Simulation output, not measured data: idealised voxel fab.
process module | voxel transistor to metal
cross-section cut | 300 nm wide | cells 5 nm
A cross-section is a grid of square cells, given in bands from the top down. A band is one or more rows of cells.
Each band's line starts with the height of the band's top and of its bottom, in nm. Then come its materials from left to right, each with its width in nm. One material with "throughout" fills the band from edge to edge. "air" is empty space.
Height 0 is the level under which the wafer as received is all one material. The lowest band goes on downwards, as in "0 down".
A width such as "30 to 40" changes by the same amount from each row of cells to the next, from the band's top row to its bottom row.
"no change" after a step means that no cell of the cross-section changed.
closed voids: empty space of 8 cells or more with no open way to the top, each as width x height at its distance from the left edge, in nm
after a step's settings: what the simulator itself notes on the step
overlay nm, on a step with a mask: how far to the right of its planned place the mask lay; to the left if negative
plan
1 op RECEIVE | material Si
2 op OXIDIZE | depth nm 5
3 op CONFORMAL_DEP | material SiN | thk nm 10
4 op DIRECTIONAL_DEP | material aC | thk nm 15
5 op PATTERN | tone cover | mask id ACTIVE | material resist | width nm 105 | pitch nm 135 | thk nm 35 | overlay nm 0
6 op DIRECTIONAL_ETCH | etch materials aC | depth nm 15
7 op STRIP | etch materials resist
8 op DIRECTIONAL_ETCH | etch materials SiN | depth nm 10
9 op DIRECTIONAL_ETCH | etch materials SiO2 | depth nm 5
10 op DIRECTIONAL_ETCH | etch materials Si | depth nm 30
11 op STRIP | etch materials aC
12 op FILL_DEP | material SiO2 | thk nm 15
13 op CMP | height nm 10
14 op SELECTIVE_ETCH | etch materials SiO2 | depth nm 10
15 op STRIP | etch materials SiN
16 op SELECTIVE_ETCH | etch materials SiO2 | depth nm 5
17 op OXIDIZE | depth nm 5
18 op DIRECTIONAL_DEP | material polySi | thk nm 25
19 op DIRECTIONAL_DEP | material SiCN | thk nm 15
20 op MASKED_ETCH | tone cover | mask id GATE | width nm 25 | pitch nm 135 | etch materials SiCN | depth nm 25 | overlay nm 0
21 op MASKED_ETCH | tone cover | mask id GATE | width nm 25 | pitch nm 135 | etch materials polySi | depth nm 35 | overlay nm 0
22 op CONFORMAL_DEP | material SiN | thk nm 5
23 op DIRECTIONAL_ETCH | etch materials SiN | depth nm 5
24 op DIRECTIONAL_ETCH | etch materials SiO2 | depth nm 5
25 op DIRECTIONAL_ETCH | etch materials Si | depth nm 15
26 op EPI | material SiGe | thk nm 15
27 op FILL_DEP | material SiO2 | thk nm 10
28 op CMP | height nm 20
29 op STRIP | etch materials polySi
30 op SELECTIVE_ETCH | etch materials SiO2 | depth nm 5
31 op CONFORMAL_DEP | material HfO2 | thk nm 5
32 op CONFORMAL_DEP | material TiN | thk nm 5
33 op FILL_DEP | material W | thk nm 5
34 op CMP | height nm 15
35 op DIRECTIONAL_DEP | material SiO2 | thk nm 10
36 op DIRECTIONAL_DEP | material aC | thk nm 10
37 op PATTERN | tone open | mask id CONTACT | material resist | width nm 15 | thk nm 25 | overlay nm 0
38 op DIRECTIONAL_ETCH | etch materials aC | depth nm 10
39 op STRIP | etch materials resist
40 op DIRECTIONAL_ETCH | etch materials SiO2 | depth nm 35
41 op STRIP | etch materials aC
42 op CONFORMAL_DEP | material TiN | thk nm 5
43 op FILL_DEP | material W | thk nm 10
44 op CMP | height nm 25
45 op CONFORMAL_DEP | material SiN | thk nm 5
46 op DIRECTIONAL_DEP | material lowk | thk nm 20
47 op MASKED_ETCH | tone open | mask id METAL_1 | width nm 15 | etch materials lowk | depth nm 20 | overlay nm 0
48 op MASKED_ETCH | tone open | mask id METAL_1 | width nm 15 | etch materials SiN | depth nm 5 | overlay nm -15
49 op CONFORMAL_DEP | material TiN | thk nm 5
50 op FILL_DEP | material W | thk nm 5
51 op CMP | height nm 50
52 op CONFORMAL_DEP | material SiCN | thk nm 5
53 op DIRECTIONAL_DEP | material lowk | thk nm 30
54 op PATTERN | tone open | mask id METAL_2 | material resist | width nm 15 | pitch nm 135 | thk nm 20 | overlay nm 0
55 op DIRECTIONAL_ETCH | etch materials lowk | depth nm 20
56 op STRIP | etch materials resist
57 op PATTERN | tone open | mask id METAL_2_HOLES | material resist | width nm 15 | pitch nm 135 | thk nm 20 | overlay nm 0
58 op DIRECTIONAL_ETCH | etch materials lowk | depth nm 10
59 op DIRECTIONAL_ETCH | etch materials SiCN | depth nm 5
60 op STRIP | etch materials resist
61 op CONFORMAL_DEP | material TiN | thk nm 5
62 op FILL_DEP | material Ru | thk nm 5
63 op CMP | height nm 85
64 op CONFORMAL_DEP | material SiCN | thk nm 5
varied across the wafers: overlay nm of step 48. The plan shows the first wafer's value. All wafers start alike
first wafer as received, after step 1
  0 down: Si throughout
  closed voids: none
first wafer at the end, after step 64
  90 to 85: SiCN throughout
  85 to 55: lowk 35 | TiN 5 | Ru 5 | TiN 5 | lowk 120 | TiN 5 | Ru 5 | TiN 5 | lowk 115
  55 to 50: SiCN 35 | TiN 15 | SiCN 120 | TiN 15 | SiCN 115
  50 to 35: lowk 35 | TiN 5 | W 5 | TiN 5 | lowk 65 | TiN 5 | W 5 | TiN 5 | lowk 40 | TiN 5 | W 5 | TiN 5 | lowk 65 | TiN 5 | W 5 | TiN 5 | lowk 35
  35 to 30: lowk 35 | TiN 15 | lowk 65 | TiN 15 | lowk 40 | TiN 15 | lowk 65 | TiN 15 | lowk 35
  30 to 25: SiN throughout
  25 to 15: SiO2 35 | TiN 5 | W 5 | TiN 5 | SiO2 65 | TiN 5 | W 5 | TiN 5 | SiO2 40 | TiN 5 | W 5 | TiN 5 | SiO2 65 | TiN 5 | W 5 | TiN 5 | SiO2 35
  15 to 5: SiO2 35 | TiN 5 | W 5 | TiN 5 | SiO2 15 | SiN 5 | HfO2 5 | TiN 5 | W 5 | TiN 5 | HfO2 5 | SiN 5 | SiO2 15 | TiN 5 | W 5 | TiN 5 | SiO2 40 | TiN 5 | W 5 | TiN 5 | SiO2 15 | SiN 5 | HfO2 5 | TiN 5 | W 5 | TiN 5 | HfO2 5 | SiN 5 | SiO2 15 | TiN 5 | W 5 | TiN 5 | SiO2 35
  5 to 0: SiO2 35 | TiN 5 | W 5 | TiN 5 | SiGe 15 | SiN 5 | HfO2 5 | TiN 5 | W 5 | TiN 5 | HfO2 5 | SiN 5 | SiGe 15 | TiN 5 | W 5 | TiN 5 | SiO2 40 | TiN 5 | W 5 | TiN 5 | SiGe 15 | SiN 5 | HfO2 5 | TiN 5 | W 5 | TiN 5 | HfO2 5 | SiN 5 | SiGe 15 | TiN 5 | W 5 | TiN 5 | SiO2 35
  0 to -5: SiO2 35 | TiN 5 | W 5 | TiN 5 | SiGe 15 | SiN 5 | HfO2 5 | TiN 15 | HfO2 5 | SiN 5 | SiGe 15 | TiN 5 | W 5 | TiN 5 | SiO2 40 | TiN 5 | W 5 | TiN 5 | SiGe 15 | SiN 5 | HfO2 5 | TiN 15 | HfO2 5 | SiN 5 | SiGe 15 | TiN 5 | W 5 | TiN 5 | SiO2 35
  -5 to -10: SiO2 35 | TiN 15 | SiGe 15 | HfO2 35 | SiGe 15 | TiN 15 | SiO2 40 | TiN 15 | SiGe 15 | HfO2 35 | SiGe 15 | TiN 15 | SiO2 35
  -10 to -25: SiO2 30 | SiGe 35 | Si 35 | SiGe 35 | SiO2 30 | SiGe 35 | Si 35 | SiGe 35 | SiO2 30
  -25 to -35: SiO2 30 | Si 105 | SiO2 30 | Si 105 | SiO2 30
  -35 down: Si throughout
  closed voids: none
last wafer at the end
  90 to 85: SiCN throughout
  85 to 55: lowk 35 | TiN 5 | Ru 5 | TiN 5 | lowk 120 | TiN 5 | Ru 5 | TiN 5 | lowk 115
  55 to 50: SiCN 35 | TiN 15 | SiCN 120 | TiN 15 | SiCN 115
  50 to 35: lowk 35 | TiN 5 | W 5 | TiN 5 | lowk 65 | TiN 5 | W 5 | TiN 5 | lowk 40 | TiN 5 | W 5 | TiN 5 | lowk 65 | TiN 5 | W 5 | TiN 5 | lowk 35
  35 to 30: lowk 35 | TiN 15 | lowk 65 | TiN 15 | lowk 40 | TiN 15 | lowk 65 | TiN 15 | lowk 35
  30 to 25: SiN throughout
  25 to 15: SiO2 35 | TiN 5 | W 5 | TiN 5 | SiO2 65 | TiN 5 | W 5 | TiN 5 | SiO2 40 | TiN 5 | W 5 | TiN 5 | SiO2 65 | TiN 5 | W 5 | TiN 5 | SiO2 35
  15 to 5: SiO2 35 | TiN 5 | W 5 | TiN 5 | SiO2 15 | SiN 5 | HfO2 5 | TiN 5 | W 5 | TiN 5 | HfO2 5 | SiN 5 | SiO2 15 | TiN 5 | W 5 | TiN 5 | SiO2 40 | TiN 5 | W 5 | TiN 5 | SiO2 15 | SiN 5 | HfO2 5 | TiN 5 | W 5 | TiN 5 | HfO2 5 | SiN 5 | SiO2 15 | TiN 5 | W 5 | TiN 5 | SiO2 35
  5 to 0: SiO2 35 | TiN 5 | W 5 | TiN 5 | SiGe 15 | SiN 5 | HfO2 5 | TiN 5 | W 5 | TiN 5 | HfO2 5 | SiN 5 | SiGe 15 | TiN 5 | W 5 | TiN 5 | SiO2 40 | TiN 5 | W 5 | TiN 5 | SiGe 15 | SiN 5 | HfO2 5 | TiN 5 | W 5 | TiN 5 | HfO2 5 | SiN 5 | SiGe 15 | TiN 5 | W 5 | TiN 5 | SiO2 35
  0 to -5: SiO2 35 | TiN 5 | W 5 | TiN 5 | SiGe 15 | SiN 5 | HfO2 5 | TiN 15 | HfO2 5 | SiN 5 | SiGe 15 | TiN 5 | W 5 | TiN 5 | SiO2 40 | TiN 5 | W 5 | TiN 5 | SiGe 15 | SiN 5 | HfO2 5 | TiN 15 | HfO2 5 | SiN 5 | SiGe 15 | TiN 5 | W 5 | TiN 5 | SiO2 35
  -5 to -10: SiO2 35 | TiN 15 | SiGe 15 | HfO2 35 | SiGe 15 | TiN 15 | SiO2 40 | TiN 15 | SiGe 15 | HfO2 35 | SiGe 15 | TiN 15 | SiO2 35
  -10 to -25: SiO2 30 | SiGe 35 | Si 35 | SiGe 35 | SiO2 30 | SiGe 35 | Si 35 | SiGe 35 | SiO2 30
  -25 to -35: SiO2 30 | Si 105 | SiO2 30 | Si 105 | SiO2 30
  -35 down: Si throughout
  closed voids: none
each wafer at the end: cells of each material gained (+) or lost (-) since it was received, then its closed voids
overlay nm -15 | +30 HfO2 | +12 Ru | -294 Si | +114 SiCN | +120 SiGe | +76 SiN | +320 SiO2 | +144 TiN | +42 W | +516 lowk | closed voids: none
overlay nm -10 | +30 HfO2 | +12 Ru | -294 Si | +114 SiCN | +120 SiGe | +72 SiN | +320 SiO2 | +148 TiN | +42 W | +516 lowk | closed voids: none
overlay nm -5 | +30 HfO2 | +12 Ru | -294 Si | +114 SiCN | +120 SiGe | +68 SiN | +320 SiO2 | +152 TiN | +42 W | +516 lowk | closed voids: none
overlay nm 0 | +30 HfO2 | +12 Ru | -294 Si | +114 SiCN | +120 SiGe | +64 SiN | +320 SiO2 | +152 TiN | +46 W | +516 lowk | closed voids: none
overlay nm 5 | +30 HfO2 | +12 Ru | -294 Si | +114 SiCN | +120 SiGe | +68 SiN | +320 SiO2 | +152 TiN | +42 W | +516 lowk | closed voids: none
overlay nm 10 | +30 HfO2 | +12 Ru | -294 Si | +114 SiCN | +120 SiGe | +72 SiN | +320 SiO2 | +148 TiN | +42 W | +516 lowk | closed voids: none
overlay nm 15 | +30 HfO2 | +12 Ru | -294 Si | +114 SiCN | +120 SiGe | +76 SiN | +320 SiO2 | +144 TiN | +42 W | +516 lowk | closed voids: none
